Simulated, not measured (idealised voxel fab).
The document below concerns the process module designated voxel transistor to metal.
Section shown: cut. Width: 140 nm. Cell size: 5 nm, square.
Format of a cross-section: grid, square cells. Given as bands. Order: top down. Band: one or more rows of cells. Heights first: top, then bottom, in nm. Then materials, left to right, each with a width in nm. "full width" on a single material: fills the band edge to edge. "air": empty space. Beneath 0, the wafer as received is one material, and that level is where height counting begins. The lowest band goes on downward without a bottom; it is written like "z 0 and below". The expression "30 to 40" gives the width at the extremes of the band, the first number at its top row of cells and the second at its bottom row, with the width changing by equal amounts from each row to the next in between. Step note "nothing was modified" = no cross-section cell changed. The list in "Encapsulated voids" covers empty spaces of 8 cells or more that cannot reach the top through any open way, and it gives each as width x height at distance; the distance is from the left edge, and width, height and distance are in nm. It should be noted that, on the line of a given step, the content following the step's settings is a remark produced by the simulator itself with respect to that step. overlay nm: on a step with a mask, how far right of its planned place the mask lay; negative means left.

PLANNED STEP LIST FOR THE PROCESS
1,op RECEIVE | material Si
2,op CONFORMAL_DEP | material SiO2 | thk nm 5
3,op CONFORMAL_DEP | material SiN | thk nm 10
4,op MASKED_ETCH | tone cover | mask id ACTIVE | width nm 100 | etch materials SiN | depth nm 10 | overlay nm 0
5,op MASKED_ETCH | tone cover | mask id ACTIVE | width nm 100 | etch materials SiO2 | depth nm 5 | overlay nm 0
6,op MASKED_ETCH | tone cover | mask id ACTIVE | width nm 100 | etch materials Si | depth nm 35 | overlay nm 0
7,op FILL_DEP | material SiO2 | thk nm 10
8,op CMP | height nm 15
9,op SELECTIVE_ETCH | etch materials SiO2 | depth nm 5
10,op STRIP | etch materials SiN
11,op SELECTIVE_ETCH | etch materials SiO2 | depth nm 5
12,op OXIDIZE | depth nm 5
13,op DIRECTIONAL_DEP | material polySi | thk nm 25
14,op DIRECTIONAL_DEP | material SiCN | thk nm 10
15,op MASKED_ETCH | tone cover | mask id GATE | width nm 30 | etch materials SiCN | depth nm 20 | overlay nm 0
16,op MASKED_ETCH | tone cover | mask id GATE | width nm 30 | etch materials polySi | depth nm 35 | overlay nm 0
17,op CONFORMAL_DEP | material SiN | thk nm 10
18,op DIRECTIONAL_ETCH | etch materials SiN | depth nm 10
19,op DIRECTIONAL_ETCH | etch materials SiO2 | depth nm 5
20,op DIRECTIONAL_ETCH | etch materials Si | depth nm 15
21,op EPI | material SiGe | thk nm 15
22,op FILL_DEP | material SiO2 | thk nm 10
23,op CMP | height nm 25
24,op STRIP | etch materials polySi
25,op SELECTIVE_ETCH | etch materials SiO2 | depth nm 5
26,op CONFORMAL_DEP | material HfO2 | thk nm 5
27,op CONFORMAL_DEP | material TiN | thk nm 5
28,op FILL_DEP | material W | thk nm 10
29,op CMP | height nm 20
30,op DIRECTIONAL_DEP | material SiO2 | thk nm 10
31,op MASKED_ETCH | tone open | mask id CONTACT | width nm 15 | pitch nm 75 | etch materials SiO2 | depth nm 20 | overlay nm 0
32,op CONFORMAL_DEP | material TiN | thk nm 5
33,op FILL_DEP | material W | thk nm 10
34,op CMP | height nm 30
35,op CONFORMAL_DEP | material SiN | thk nm 5
36,op DIRECTIONAL_DEP | material lowk | thk nm 20
37,op MASKED_ETCH | tone open | mask id METAL_1 | width nm 15 | pitch nm 75 | etch materials lowk | depth nm 20 | overlay nm 0
38,op MASKED_ETCH | tone open | mask id METAL_1 | width nm 15 | pitch nm 75 | etch materials SiN | depth nm 5 | overlay nm 0
39,op CONFORMAL_DEP | material TiN | thk nm 5
40,op FILL_DEP | material Cu | thk nm 10
41,op CMP | height nm 55
42,op CONFORMAL_DEP | material SiN | thk nm 5

CROSS-SECTION OF THE WAFER AS IT CAME TO US, I.E., ALREADY THROUGH STEP 1
    z 0 and below = Si full width
    Encapsulated voids: none

LOOK AT THE CROSS-SECTION AFTER THE MODULE: THE WAFER STARTED OUT THE WAY SHOWN ABOVE AND THE PLAN WAS THE ONE SHOWN ABOVE, YET ONE MISTAKE WAS MADE ALONG THE WAY
    z 60 to 55 = SiN full width
    z 55 to 35 = 25 nm lowk | 5 nm TiN | 5 nm Cu | 5 nm TiN | 60 nm lowk | 5 nm TiN | 5 nm Cu | 5 nm TiN | 25 nm lowk
    z 35 to 30 = 25 nm SiN | 15 nm TiN | 60 nm SiN | 15 nm TiN | 25 nm SiN
    z 30 to 25 = 25 nm SiO2 | 5 nm TiN | 5 nm W | 5 nm TiN | 60 nm SiO2 | 5 nm TiN | 5 nm W | 5 nm TiN | 25 nm SiO2
    z 25 to 20 = 25 nm SiO2 | 15 nm TiN | 60 nm SiO2 | 15 nm TiN | 25 nm SiO2
    z 20 to 15 = 40 nm TiN | 20 nm HfO2 | 5 nm TiN | 10 nm W | 5 nm TiN | 20 nm HfO2 | 40 nm TiN
    z 15 to 10 = 45 nm HfO2 | 10 nm SiN | 5 nm HfO2 | 5 nm TiN | 10 nm W | 5 nm TiN | 5 nm HfO2 | 10 nm SiN | 45 nm HfO2
    z 10 to 5 = 20 nm SiO2 | 25 nm SiGe | 10 nm SiN | 5 nm HfO2 | 5 nm TiN | 10 nm W | 5 nm TiN | 5 nm HfO2 | 10 nm SiN | 25 nm SiGe | 20 nm SiO2
    z 5 to 0 = 15 nm SiO2 | 10 nm SiN | 20 nm SiGe | 10 nm SiN | 5 nm HfO2 | 20 nm TiN | 5 nm HfO2 | 10 nm SiN | 20 nm SiGe | 10 nm SiN | 15 nm SiO2
    z 0 to -5 = 25 nm SiO2 | 20 nm SiGe | 5 nm SiO2 | 40 nm HfO2 | 5 nm SiO2 | 20 nm SiGe | 25 nm SiO2
    z -5 to -20 = 20 nm SiO2 | 5 nm Si | 20 nm SiGe | 50 nm Si | 20 nm SiGe | 5 nm Si | 20 nm SiO2
    z -20 to -35 = 20 nm SiO2 | 100 nm Si | 20 nm SiO2
    z -35 and below = Si full width
    Encapsulated voids: none
Diagnosis: contrary to plan, step 23 was performed as op CMP | height nm 15
